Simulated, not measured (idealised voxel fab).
A process module follows: voxel capacitor over wiring.
The cross-section shown here is cut; it is 280 nm wide and divided into square cells measuring 5 nm on a side.
Cross-section, as written here: a square-cell grid given band by band from the top down, where a band holds one or more rows of cells. The band entry comprises the height of the band's top followed by the height of its bottom, expressed in nm, and subsequently the band's materials from left to right, each stated together with its width in nm. Where a single material is marked with the word "edge to edge", that material fills the band from edge to edge. The word "blank" represents empty space. Heads up on the height convention: 0 is the point under which the incoming wafer is all one material, and the lowest band has no bottom, it just keeps going down, like "0 -> down". Top row gets the first number, bottom row gets the second, and each row in between changes by the same step: that is how a band width like "30->40" works. Given "no modification" for a step, no cell of the cross-section differs between before and after that step. Entry "Fully enclosed voids" = empty spaces >= 8 cells with no open way to the top; each as width x height at distance, distance from left edge, all nm. Past the settings on a step's line: simulator remark, on that step. When a step includes a mask, the "overlay nm" setting on its line states how far to the right of its planned place that mask lay, and negative values state how far to the left.

Planned step list for the process:
1. RECEIVE [material Si]
2. CONFORMAL_DEP [material SiO2] [thk nm 10]
3. CONFORMAL_DEP [material SiN] [thk nm 5]
4. DIRECTIONAL_DEP [material lowk] [thk nm 25]
5. PATTERN [tone open] [mask id METAL_1] [material resist] [width nm 30] [pitch nm 80] [thk nm 20] [overlay nm 0]
6. DIRECTIONAL_ETCH [etch materials lowk] [depth nm 25]
7. DIRECTIONAL_ETCH [etch materials SiN] [depth nm 5]
8. STRIP [etch materials resist]
9. CONFORMAL_DEP [material TiN] [thk nm 5]
10. FILL_DEP [material Cu] [thk nm 10]
11. CMP [height nm 40]
12. CONFORMAL_DEP [material SiCN] [thk nm 5]
13. DIRECTIONAL_DEP [material lowk] [thk nm 20]
14. DIRECTIONAL_DEP [material aC] [thk nm 15]
15. PATTERN [tone open] [mask id PLUG_1] [material resist] [width nm 15] [thk nm 35] [overlay nm 0]
16. DIRECTIONAL_ETCH [etch materials aC] [depth nm 15]
17. STRIP [etch materials resist]
18. DIRECTIONAL_ETCH [etch materials lowk] [depth nm 20]
19. DIRECTIONAL_ETCH [etch materials SiCN] [depth nm 5]
20. STRIP [etch materials aC]
21. CONFORMAL_DEP [material TiN] [thk nm 5]
22. FILL_DEP [material Ru] [thk nm 10]
23. CMP [height nm 65]
24. DIRECTIONAL_DEP [material TiN] [thk nm 10]
25. DIRECTIONAL_DEP [material HfO2] [thk nm 5]
26. DIRECTIONAL_DEP [material TiN] [thk nm 5]
27. PATTERN [tone cover] [mask id UPPER_PLATE] [material resist] [width nm 55] [thk nm 15] [overlay nm 0]
28. DIRECTIONAL_ETCH [etch materials TiN] [depth nm 5]
29. DIRECTIONAL_ETCH [etch materials HfO2] [depth nm 5]
30. STRIP [etch materials resist]
31. PATTERN [tone cover] [mask id LOWER_PLATE] [material resist] [width nm 65] [thk nm 15] [overlay nm 0]
32. DIRECTIONAL_ETCH [etch materials TiN] [depth nm 10]
33. STRIP [etch materials resist]
34. FILL_DEP [material SiO2] [thk nm 20]
35. CMP [height nm 100]
36. PATTERN [tone open] [mask id PLUG_2] [material resist] [width nm 15] [thk nm 20] [overlay nm 0]
37. DIRECTIONAL_ETCH [etch materials SiO2] [depth nm 15]
38. STRIP [etch materials resist]
39. CONFORMAL_DEP [material TiN] [thk nm 5]
40. FILL_DEP [material Ru] [thk nm 10]
41. CMP [height nm 100]
42. CONFORMAL_DEP [material SiN] [thk nm 5]

What follows covers the first of two wafers; it ran as planned:

Wafer cross-section on receipt, i.e. after step 1:
    0 -> down = Si edge to edge
    Fully enclosed voids: none

The wafer in cross-section once step 2 is complete:
    10 -> 0 = SiO2 edge to edge
    Nothing below the height 0 has changed.

The wafer in cross-section once step 3 is complete:
    15 -> 10 = SiN edge to edge
    Nothing below the height 10 has changed.

The wafer in cross-section once step 4 is complete:
    40 -> 15 = lowk edge to edge
    Nothing below the height 15 has changed.

The wafer in cross-section once step 5 is complete:
    60 -> 40 = 85 nm resist, 30 nm blank, 50 nm resist, 30 nm blank, 85 nm resist
    Nothing below the height 40 has changed.

The wafer in cross-section once step 6 is complete:
    60 -> 40 = 85 nm resist, 30 nm blank, 50 nm resist, 30 nm blank, 85 nm resist
    40 -> 15 = 85 nm lowk, 30 nm blank, 50 nm lowk, 30 nm blank, 85 nm lowk
    Nothing below the height 15 has changed.

The wafer in cross-section once step 7 is complete:
    60 -> 40 = 85 nm resist, 30 nm blank, 50 nm resist, 30 nm blank, 85 nm resist
    40 -> 15 = 85 nm lowk, 30 nm blank, 50 nm lowk, 30 nm blank, 85 nm lowk
    15 -> 10 = 85 nm SiN, 30 nm blank, 50 nm SiN, 30 nm blank, 85 nm SiN
    Nothing below the height 10 has changed.

The wafer in cross-section once step 8 is complete:
    40 -> 15 = 85 nm lowk, 30 nm blank, 50 nm lowk, 30 nm blank, 85 nm lowk
    Nothing below the height 15 has changed.

The wafer in cross-section once step 9 is complete:
    45 -> 40 = 90 nm TiN, 20 nm blank, 60 nm TiN, 20 nm blank, 90 nm TiN
    40 -> 15 = 85 nm lowk, 5 nm TiN, 20 nm blank, 5 nm TiN, 50 nm lowk, 5 nm TiN, 20 nm blank, 5 nm TiN, 85 nm lowk
    15 -> 10 = 85 nm SiN, 30 nm TiN, 50 nm SiN, 30 nm TiN, 85 nm SiN
    Nothing below the height 10 has changed.

The wafer in cross-section once step 10 is complete:
    55 -> 45 = Cu edge to edge
    45 -> 40 = 90 nm TiN, 20 nm Cu, 60 nm TiN, 20 nm Cu, 90 nm TiN
    40 -> 15 = 85 nm lowk, 5 nm TiN, 20 nm Cu, 5 nm TiN, 50 nm lowk, 5 nm TiN, 20 nm Cu, 5 nm TiN, 85 nm lowk
    Nothing below the height 15 has changed.

The wafer in cross-section once step 11 is complete:
    40 -> 15 = 85 nm lowk, 5 nm TiN, 20 nm Cu, 5 nm TiN, 50 nm lowk, 5 nm TiN, 20 nm Cu, 5 nm TiN, 85 nm lowk
    Nothing below the height 15 has changed.

The wafer in cross-section once step 12 is complete:
    45 -> 40 = SiCN edge to edge
    Nothing below the height 40 has changed.

The wafer in cross-section once step 13 is complete:
    65 -> 45 = lowk edge to edge
    Nothing below the height 45 has changed.

The wafer in cross-section once step 14 is complete:
    80 -> 65 = aC edge to edge
    Nothing below the height 65 has changed.

The wafer in cross-section once step 15 is complete:
    115 -> 80 = 100 nm resist, 15 nm blank, 165 nm resist
    Nothing below the height 80 has changed.

The wafer in cross-section once step 16 is complete:
    100 -> 80 = 100 nm resist, 15 nm blank, 165 nm resist
    80 -> 65 = 100 nm aC, 15 nm blank, 165 nm aC
    Nothing below the height 65 has changed.

The wafer in cross-section once step 17 is complete:
    80 -> 65 = 100 nm aC, 15 nm blank, 165 nm aC
    Nothing below the height 65 has changed.

The wafer in cross-section once step 18 is complete:
    80 -> 65 = 100 nm aC, 15 nm blank, 165 nm aC
    65 -> 45 = 100 nm lowk, 15 nm blank, 165 nm lowk
    Nothing below the height 45 has changed.

The wafer in cross-section once step 19 is complete:
    80 -> 65 = 100 nm aC, 15 nm blank, 165 nm aC
    65 -> 45 = 100 nm lowk, 15 nm blank, 165 nm lowk
    45 -> 40 = 100 nm SiCN, 15 nm blank, 165 nm SiCN
    Nothing below the height 40 has changed.

The wafer in cross-section once step 20 is complete:
    65 -> 45 = 100 nm lowk, 15 nm blank, 165 nm lowk
    Nothing below the height 45 has changed.

The wafer in cross-section once step 21 is complete:
    70 -> 65 = 105 nm TiN, 5 nm blank, 170 nm TiN
    65 -> 45 = 100 nm lowk, 5 nm TiN, 5 nm blank, 5 nm TiN, 165 nm lowk
    45 -> 40 = 100 nm SiCN, 15 nm TiN, 165 nm SiCN
    Nothing below the height 40 has changed.

The wafer in cross-section once step 22 is complete:
    80 -> 70 = Ru edge to edge
    70 -> 65 = 105 nm TiN, 5 nm Ru, 170 nm TiN
    65 -> 45 = 100 nm lowk, 5 nm TiN, 5 nm Ru, 5 nm TiN, 165 nm lowk
    Nothing below the height 45 has changed.

The wafer in cross-section once step 23 is complete:
    65 -> 45 = 100 nm lowk, 5 nm TiN, 5 nm Ru, 5 nm TiN, 165 nm lowk
    Nothing below the height 45 has changed.

The wafer in cross-section once step 24 is complete:
    75 -> 65 = TiN edge to edge
    Nothing below the height 65 has changed.

The wafer in cross-section once step 25 is complete:
    80 -> 75 = HfO2 edge to edge
    Nothing below the height 75 has changed.

The wafer in cross-section once step 26 is complete:
    85 -> 80 = TiN edge to edge
    Nothing below the height 80 has changed.

The wafer in cross-section once step 27 is complete:
    100 -> 85 = 100 nm blank, 55 nm resist, 125 nm blank
    Nothing below the height 85 has changed.

The wafer in cross-section once step 28 is complete:
    100 -> 85 = 100 nm blank, 55 nm resist, 125 nm blank
    85 -> 80 = 100 nm blank, 55 nm TiN, 125 nm blank
    Nothing below the height 80 has changed.

The wafer in cross-section once step 29 is complete:
    100 -> 85 = 100 nm blank, 55 nm resist, 125 nm blank
    85 -> 80 = 100 nm blank, 55 nm TiN, 125 nm blank
    80 -> 75 = 100 nm blank, 55 nm HfO2, 125 nm blank
    Nothing below the height 75 has changed.

The wafer in cross-section once step 30 is complete:
    85 -> 80 = 100 nm blank, 55 nm TiN, 125 nm blank
    Nothing below the height 80 has changed.

The wafer in cross-section once step 31 is complete:
    100 -> 85 = 95 nm blank, 65 nm resist, 120 nm blank
    85 -> 80 = 95 nm blank, 5 nm resist, 55 nm TiN, 5 nm resist, 120 nm blank
    80 -> 75 = 95 nm blank, 5 nm resist, 55 nm HfO2, 5 nm resist, 120 nm blank
    Nothing below the height 75 has changed.

The wafer in cross-section once step 32 is complete:
    100 -> 85 = 95 nm blank, 65 nm resist, 120 nm blank
    85 -> 80 = 95 nm blank, 5 nm resist, 55 nm TiN, 5 nm resist, 120 nm blank
    80 -> 75 = 95 nm blank, 5 nm resist, 55 nm HfO2, 5 nm resist, 120 nm blank
    75 -> 65 = 95 nm blank, 65 nm TiN, 120 nm blank
    Nothing below the height 65 has changed.

The wafer in cross-section once step 33 is complete:
    85 -> 80 = 100 nm blank, 55 nm TiN, 125 nm blank
    80 -> 75 = 100 nm blank, 55 nm HfO2, 125 nm blank
    Nothing below the height 75 has changed.

The wafer in cross-section once step 34 is complete:
    105 -> 85 = SiO2 edge to edge
    85 -> 80 = 100 nm SiO2, 55 nm TiN, 125 nm SiO2
    80 -> 75 = 100 nm SiO2, 55 nm HfO2, 125 nm SiO2
    75 -> 65 = 95 nm SiO2, 65 nm TiN, 120 nm SiO2
    Nothing below the height 65 has changed.

The wafer in cross-section once step 35 is complete:
    100 -> 85 = SiO2 edge to edge
    Nothing below the height 85 has changed.

The wafer in cross-section once step 36 is complete:
    120 -> 100 = 110 nm resist, 15 nm blank, 155 nm resist
    Nothing below the height 100 has changed.

The wafer in cross-section once step 37 is complete:
    120 -> 100 = 110 nm resist, 15 nm blank, 155 nm resist
    100 -> 85 = 110 nm SiO2, 15 nm blank, 155 nm SiO2
    Nothing below the height 85 has changed.

The wafer in cross-section once step 38 is complete:
    100 -> 85 = 110 nm SiO2, 15 nm blank, 155 nm SiO2
    Nothing below the height 85 has changed.

The wafer in cross-section once step 39 is complete:
    105 -> 100 = 115 nm TiN, 5 nm blank, 160 nm TiN
    100 -> 90 = 110 nm SiO2, 5 nm TiN, 5 nm blank, 5 nm TiN, 155 nm SiO2
    90 -> 80 = 110->100 nm SiO2, 15->55 nm TiN, 155->125 nm SiO2
    Nothing below the height 80 has changed.

The wafer in cross-section once step 40 is complete:
    115 -> 105 = Ru edge to edge
    105 -> 100 = 115 nm TiN, 5 nm Ru, 160 nm TiN
    100 -> 90 = 110 nm SiO2, 5 nm TiN, 5 nm Ru, 5 nm TiN, 155 nm SiO2
    Nothing below the height 90 has changed.

The wafer in cross-section once step 41 is complete:
    100 -> 90 = 110 nm SiO2, 5 nm TiN, 5 nm Ru, 5 nm TiN, 155 nm SiO2
    Nothing below the height 90 has changed.

The wafer in cross-section once step 42 is complete:
    105 -> 100 = SiN edge to edge
    Nothing below the height 100 has changed.

Companion wafer, the second of two: same beginning, same intended sequence, one mistake in carrying it out; through step 1 inclusive it tracks the first exactly:

Second wafer, cross-section, planned end of step 2:
    5 -> 0 = SiN edge to edge
    Nothing below the height 0 has changed.

Second wafer, cross-section, planned end of step 3:
    15 -> 5 = SiO2 edge to edge
    Nothing below the height 5 has changed.

Second wafer, cross-section, planned end of step 4:
    40 -> 15 = lowk edge to edge
    Nothing below the height 15 has changed.

Second wafer, cross-section, planned end of step 5:
    60 -> 40 = 85 nm resist, 30 nm blank, 50 nm resist, 30 nm blank, 85 nm resist
    Nothing below the height 40 has changed.

Second wafer, cross-section, planned end of step 6:
    60 -> 40 = 85 nm resist, 30 nm blank, 50 nm resist, 30 nm blank, 85 nm resist
    40 -> 15 = 85 nm lowk, 30 nm blank, 50 nm lowk, 30 nm blank, 85 nm lowk
    Nothing below the height 15 has changed.

Second wafer, cross-section, planned end of step 7: no modification

Second wafer, cross-section, planned end of step 8:
    40 -> 15 = 85 nm lowk, 30 nm blank, 50 nm lowk, 30 nm blank, 85 nm lowk
    Nothing below the height 15 has changed.

Second wafer, cross-section, planned end of step 9:
    45 -> 40 = 90 nm TiN, 20 nm blank, 60 nm TiN, 20 nm blank, 90 nm TiN
    40 -> 20 = 85 nm lowk, 5 nm TiN, 20 nm blank, 5 nm TiN, 50 nm lowk, 5 nm TiN, 20 nm blank, 5 nm TiN, 85 nm lowk
    20 -> 15 = 85 nm lowk, 30 nm TiN, 50 nm lowk, 30 nm TiN, 85 nm lowk
    Nothing below the height 15 has changed.

Second wafer, cross-section, planned end of step 10:
    55 -> 45 = Cu edge to edge
    45 -> 40 = 90 nm TiN, 20 nm Cu, 60 nm TiN, 20 nm Cu, 90 nm TiN
    40 -> 20 = 85 nm lowk, 5 nm TiN, 20 nm Cu, 5 nm TiN, 50 nm lowk, 5 nm TiN, 20 nm Cu, 5 nm TiN, 85 nm lowk
    Nothing below the height 20 has changed.

Second wafer, cross-section, planned end of step 11:
    40 -> 20 = 85 nm lowk, 5 nm TiN, 20 nm Cu, 5 nm TiN, 50 nm lowk, 5 nm TiN, 20 nm Cu, 5 nm TiN, 85 nm lowk
    Nothing below the height 20 has changed.

Second wafer, cross-section, planned end of step 12:
    45 -> 40 = SiCN edge to edge
    Nothing below the height 40 has changed.

Second wafer, cross-section, planned end of step 13:
    65 -> 45 = lowk edge to edge
    Nothing below the height 45 has changed.

Second wafer, cross-section, planned end of step 14:
    80 -> 65 = aC edge to edge
    Nothing below the height 65 has changed.

Second wafer, cross-section, planned end of step 15:
    115 -> 80 = 100 nm resist, 15 nm blank, 165 nm resist
    Nothing below the height 80 has changed.

Second wafer, cross-section, planned end of step 16:
    100 -> 80 = 100 nm resist, 15 nm blank, 165 nm resist
    80 -> 65 = 100 nm aC, 15 nm blank, 165 nm aC
    Nothing below the height 65 has changed.

Second wafer, cross-section, planned end of step 17:
    80 -> 65 = 100 nm aC, 15 nm blank, 165 nm aC
    Nothing below the height 65 has changed.

Second wafer, cross-section, planned end of step 18:
    80 -> 65 = 100 nm aC, 15 nm blank, 165 nm aC
    65 -> 45 = 100 nm lowk, 15 nm blank, 165 nm lowk
    Nothing below the height 45 has changed.

Second wafer, cross-section, planned end of step 19:
    80 -> 65 = 100 nm aC, 15 nm blank, 165 nm aC
    65 -> 45 = 100 nm lowk, 15 nm blank, 165 nm lowk
    45 -> 40 = 100 nm SiCN, 15 nm blank, 165 nm SiCN
    Nothing below the height 40 has changed.

Second wafer, cross-section, planned end of step 20:
    65 -> 45 = 100 nm lowk, 15 nm blank, 165 nm lowk
    Nothing below the height 45 has changed.

Second wafer, cross-section, planned end of step 21:
    70 -> 65 = 105 nm TiN, 5 nm blank, 170 nm TiN
    65 -> 45 = 100 nm lowk, 5 nm TiN, 5 nm blank, 5 nm TiN, 165 nm lowk
    45 -> 40 = 100 nm SiCN, 15 nm TiN, 165 nm SiCN
    Nothing below the height 40 has changed.

Second wafer, cross-section, planned end of step 22:
    80 -> 70 = Ru edge to edge
    70 -> 65 = 105 nm TiN, 5 nm Ru, 170 nm TiN
    65 -> 45 = 100 nm lowk, 5 nm TiN, 5 nm Ru, 5 nm TiN, 165 nm lowk
    Nothing below the height 45 has changed.

Second wafer, cross-section, planned end of step 23:
    65 -> 45 = 100 nm lowk, 5 nm TiN, 5 nm Ru, 5 nm TiN, 165 nm lowk
    Nothing below the height 45 has changed.

Second wafer, cross-section, planned end of step 24:
    75 -> 65 = TiN edge to edge
    Nothing below the height 65 has changed.

Second wafer, cross-section, planned end of step 25:
    80 -> 75 = HfO2 edge to edge
    Nothing below the height 75 has changed.

Second wafer, cross-section, planned end of step 26:
    85 -> 80 = TiN edge to edge
    Nothing below the height 80 has changed.

Second wafer, cross-section, planned end of step 27:
    100 -> 85 = 100 nm blank, 55 nm resist, 125 nm blank
    Nothing below the height 85 has changed.

Second wafer, cross-section, planned end of step 28:
    100 -> 85 = 100 nm blank, 55 nm resist, 125 nm blank
    85 -> 80 = 100 nm blank, 55 nm TiN, 125 nm blank
    Nothing below the height 80 has changed.

Second wafer, cross-section, planned end of step 29:
    100 -> 85 = 100 nm blank, 55 nm resist, 125 nm blank
    85 -> 80 = 100 nm blank, 55 nm TiN, 125 nm blank
    80 -> 75 = 100 nm blank, 55 nm HfO2, 125 nm blank
    Nothing below the height 75 has changed.

Second wafer, cross-section, planned end of step 30:
    85 -> 80 = 100 nm blank, 55 nm TiN, 125 nm blank
    Nothing below the height 80 has changed.

Second wafer, cross-section, planned end of step 31:
    100 -> 85 = 95 nm blank, 65 nm resist, 120 nm blank
    85 -> 80 = 95 nm blank, 5 nm resist, 55 nm TiN, 5 nm resist, 120 nm blank
    80 -> 75 = 95 nm blank, 5 nm resist, 55 nm HfO2, 5 nm resist, 120 nm blank
    Nothing below the height 75 has changed.

Second wafer, cross-section, planned end of step 32:
    100 -> 85 = 95 nm blank, 65 nm resist, 120 nm blank
    85 -> 80 = 95 nm blank, 5 nm resist, 55 nm TiN, 5 nm resist, 120 nm blank
    80 -> 75 = 95 nm blank, 5 nm resist, 55 nm HfO2, 5 nm resist, 120 nm blank
    75 -> 65 = 95 nm blank, 65 nm TiN, 120 nm blank
    Nothing below the height 65 has changed.

Second wafer, cross-section, planned end of step 33:
    85 -> 80 = 100 nm blank, 55 nm TiN, 125 nm blank
    80 -> 75 = 100 nm blank, 55 nm HfO2, 125 nm blank
    Nothing below the height 75 has changed.

Second wafer, cross-section, planned end of step 34:
    105 -> 85 = SiO2 edge to edge
    85 -> 80 = 100 nm SiO2, 55 nm TiN, 125 nm SiO2
    80 -> 75 = 100 nm SiO2, 55 nm HfO2, 125 nm SiO2
    75 -> 65 = 95 nm SiO2, 65 nm TiN, 120 nm SiO2
    Nothing below the height 65 has changed.

Second wafer, cross-section, planned end of step 35:
    100 -> 85 = SiO2 edge to edge
    Nothing below the height 85 has changed.

Second wafer, cross-section, planned end of step 36:
    120 -> 100 = 110 nm resist, 15 nm blank, 155 nm resist
    Nothing below the height 100 has changed.

Second wafer, cross-section, planned end of step 37:
    120 -> 100 = 110 nm resist, 15 nm blank, 155 nm resist
    100 -> 85 = 110 nm SiO2, 15 nm blank, 155 nm SiO2
    Nothing below the height 85 has changed.

Second wafer, cross-section, planned end of step 38:
    100 -> 85 = 110 nm SiO2, 15 nm blank, 155 nm SiO2
    Nothing below the height 85 has changed.

Second wafer, cross-section, planned end of step 39:
    105 -> 100 = 115 nm TiN, 5 nm blank, 160 nm TiN
    100 -> 90 = 110 nm SiO2, 5 nm TiN, 5 nm blank, 5 nm TiN, 155 nm SiO2
    90 -> 80 = 110->100 nm SiO2, 15->55 nm TiN, 155->125 nm SiO2
    Nothing below the height 80 has changed.

Second wafer, cross-section, planned end of step 40:
    115 -> 105 = Ru edge to edge
    105 -> 100 = 115 nm TiN, 5 nm Ru, 160 nm TiN
    100 -> 90 = 110 nm SiO2, 5 nm TiN, 5 nm Ru, 5 nm TiN, 155 nm SiO2
    Nothing below the height 90 has changed.

Second wafer, cross-section, planned end of step 41:
    100 -> 90 = 110 nm SiO2, 5 nm TiN, 5 nm Ru, 5 nm TiN, 155 nm SiO2
    Nothing below the height 90 has changed.

Second wafer, cross-section, planned end of step 42:
    105 -> 100 = SiN edge to edge
    Nothing below the height 100 has changed.
Misprocessing identified: deviation from plan: step 3 and step 2 executed in one another's positions
End of process, cell counts, second wafer against first, materials with more or fewer: Cu -8 | SiN +12 | TiN -4
